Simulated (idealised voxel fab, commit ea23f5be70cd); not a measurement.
Presented below is a process module, voxel released beams.
Pictured: cross-section cut, 200 nm wide, on a grid of 5 nm square cells.
In this document a cross-section is written as a grid of square cells. It is given as a series of bands, listed from the top down, and a band is one or more rows of cells. In this notation a band is specified by the heights of its top and bottom, in that order and in nm, after which its materials appear from left to right, each paired with its width in nm. The word "edge to edge" attached to a single material means that material fills the band from edge to edge; the word "air" stands for empty space. Convention: height 0 is the level below which the wafer, as received, is all one material. The lowest band does not terminate at the bottom but continues downward, represented as "0..down". The width entry "30->40" should be interpreted row by row: the top row of cells in the band takes the first number, the bottom row takes the second number, and the change between adjacent rows is uniform throughout. No cell of the cross-section changed in a step that is given as "no change occurred". Heads up: "Voids lacking openings" only lists the empty pockets with no open path to the top that are 8 cells or more, and it writes them as width x height at distance, distance from the left edge, in nm. It should be noted that, on the line of a given step, the content following the step's settings is a remark produced by the simulator itself with respect to that step. "overlay nm" on a masked step: distance the mask lay right of its planned place, negative for left.

-- The process steps that were planned are listed below
1) RECEIVE with material Si
2) CONFORMAL_DEP with material SiN, thk nm 10
3) DIRECTIONAL_DEP with material SiO2, thk nm 20
4) MASKED_ETCH with tone open, mask id ANCHOR, width nm 30, etch materials SiO2, depth nm 20, overlay nm -15
5) CONFORMAL_DEP with material TiN, thk nm 10
6) DIRECTIONAL_DEP with material aC, thk nm 15
7) PATTERN with tone cover, mask id BEAM, material resist, width nm 100, thk nm 30, overlay nm 0
8) DIRECTIONAL_ETCH with etch materials aC, depth nm 15
9) STRIP with etch materials resist
10) DIRECTIONAL_ETCH with etch materials TiN, depth nm 10
11) STRIP with etch materials aC
12) STRIP with etch materials SiO2
The overlay nm used in step 4 is not the same on every wafer, whereas the starting condition is; the value printed in the plan is the first wafer's.

-- Cross-section of the first of several received wafers, showing its state after step 1
> 0..down | Si edge to edge
> Voids lacking openings: none

-- Cross-sectional representation of the first of several wafers at the end of the module, i.e. after its terminal step, step 12
> 40..30 | 55 air  90 TiN  55 air
> 30..20 | 35 air  10 TiN  10 air  10 TiN  135 air
> 20..10 | 35 air  30 TiN  135 air
> 10..0 | SiN edge to edge
> 0..down | Si edge to edge
> Voids lacking openings: none

-- At the end of the module, the last of several wafers in cross-section
> 40..30 | 45 air  30 TiN  10 air  60 TiN  55 air
> 30..20 | 65 air  10 TiN  10 air  10 TiN  105 air
> 20..10 | 65 air  30 TiN  105 air
> 10..0 | SiN edge to edge
> 0..down | Si edge to edge
> Voids lacking openings: none

-- Basically each wafer gets a line in the table, showing it at the end of the module: material by material, the cells it gained (+) or lost (-) since we got it, then its closed voids
overlay nm -15; +80 SiN; +56 TiN; Voids lacking openings: none
overlay nm -10; +80 SiN; +56 TiN; Voids lacking openings: none
overlay nm -5; +80 SiN; +56 TiN; Voids lacking openings: none
overlay nm 0; +80 SiN; +56 TiN; Voids lacking openings: none
overlay nm 5; +80 SiN; +56 TiN; Voids lacking openings: none
overlay nm 10; +80 SiN; +56 TiN; Voids lacking openings: none
overlay nm 15; +80 SiN; +56 TiN; Voids lacking openings: none
